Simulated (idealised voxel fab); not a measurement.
This is a process module. Its name is voxel ribs on slabs.
Pictured: cross-section cut, 280 nm wide, on a grid of 5 nm square cells.
In this document a cross-section is written as a grid of square cells. It is given as a series of bands, listed from the top down, and a band is one or more rows of cells.
Top height, bottom height, nm. Materials left to right, width each, nm. Single material + "all across" = fills band edge to edge. "blank" = empty.
Convention: height 0 is the level below which the wafer, as received, is all one material. The lowest band does not terminate at the bottom but continues downward, represented as "0 and below".
Per-row width for "30 to 40": begins at first number (top row of band), ends at second number (bottom row), increment between rows held constant.
"nothing was modified" after a step means that no cell of the cross-section changed.
So "Enclosed cavity list" is basically the list of trapped voids: any empty space of 8 cells or more that can't reach the top through an opening. They're written width x height at distance, the distance being from the left edge, and it's all nm.
On a step's line, text after the settings is the simulator commenting on that step.
Each step line may optionally specify "overlay nm", which for a step with a mask gives the rightward distance between the mask's planned place and where it lay, a negative value indicating the leftward direction.

Below is the list of planned process steps
1) RECEIVE (material Si)
2) DIRECTIONAL_DEP (material SiO2; thk nm 25)
3) DIRECTIONAL_DEP (material polySi; thk nm 25)
4) MASKED_ETCH (tone cover; mask id RIB; width nm 25; etch materials polySi; depth nm 10; overlay nm 0)
5) DIRECTIONAL_DEP (material aC; thk nm 15)
6) PATTERN (tone cover; mask id SLAB; material resist; width nm 55; thk nm 35; overlay nm 0)
7) DIRECTIONAL_ETCH (etch materials aC; depth nm 15)
8) STRIP (etch materials resist)
9) DIRECTIONAL_ETCH (etch materials polySi; depth nm 15)
10) STRIP (etch materials aC)
11) FILL_DEP (material SiO2; thk nm 15)
12) CMP (height nm 60)
13) DIRECTIONAL_DEP (material TiN; thk nm 10)
14) MASKED_ETCH (tone cover; mask id HEATER; width nm 25; etch materials TiN; depth nm 10; overlay nm 0)
15) CONFORMAL_DEP (material SiN; thk nm 5)
varied across the wafers: width nm of step 14. The plan shows the first wafer's value. All wafers start alike

As-received cross-section, first of several wafers, post step 1
* 0 and below: Si all across
* Enclosed cavity list: none

First of several wafers: cross-section at the end of the module, after step 15, its last step
* 75 down to 70: blank 120 nm  SiN 35 nm  blank 125 nm
* 70 down to 65: blank 120 nm  SiN 5 nm  TiN 25 nm  SiN 5 nm  blank 125 nm
* 65 down to 60: SiN 125 nm  TiN 25 nm  SiN 130 nm
* 60 down to 50: SiO2 all across
* 50 down to 40: SiO2 125 nm  polySi 25 nm  SiO2 130 nm
* 40 down to 25: SiO2 110 nm  polySi 55 nm  SiO2 115 nm
* 25 down to 0: SiO2 all across
* 0 and below: Si all across
* Enclosed cavity list: none

Module end, final wafer: cross-section
* 75 down to 70: blank 110 nm  SiN 60 nm  blank 110 nm
* 70 down to 65: blank 110 nm  SiN 5 nm  TiN 50 nm  SiN 5 nm  blank 110 nm
* 65 down to 60: SiN 115 nm  TiN 50 nm  SiN 115 nm
* 60 down to 50: SiO2 all across
* 50 down to 40: SiO2 125 nm  polySi 25 nm  SiO2 130 nm
* 40 down to 25: SiO2 110 nm  polySi 55 nm  SiO2 115 nm
* 25 down to 0: SiO2 all across
* 0 and below: Si all across
* Enclosed cavity list: none

Tabulated below, wafer by wafer, are the end-of-module results: for each material, the number of cells gained (+) or lost (-) relative to the as-received state, followed by the closed voids
width nm 25, +60 SiN, +629 SiO2, +10 TiN, +43 polySi, Enclosed cavity list: none
width nm 30, +60 SiN, +629 SiO2, +12 TiN, +43 polySi, Enclosed cavity list: none
width nm 35, +60 SiN, +629 SiO2, +14 TiN, +43 polySi, Enclosed cavity list: none
width nm 40, +60 SiN, +629 SiO2, +16 TiN, +43 polySi, Enclosed cavity list: none
width nm 45, +60 SiN, +629 SiO2, +18 TiN, +43 polySi, Enclosed cavity list: none
width nm 50, +60 SiN, +629 SiO2, +20 TiN, +43 polySi, Enclosed cavity list: none
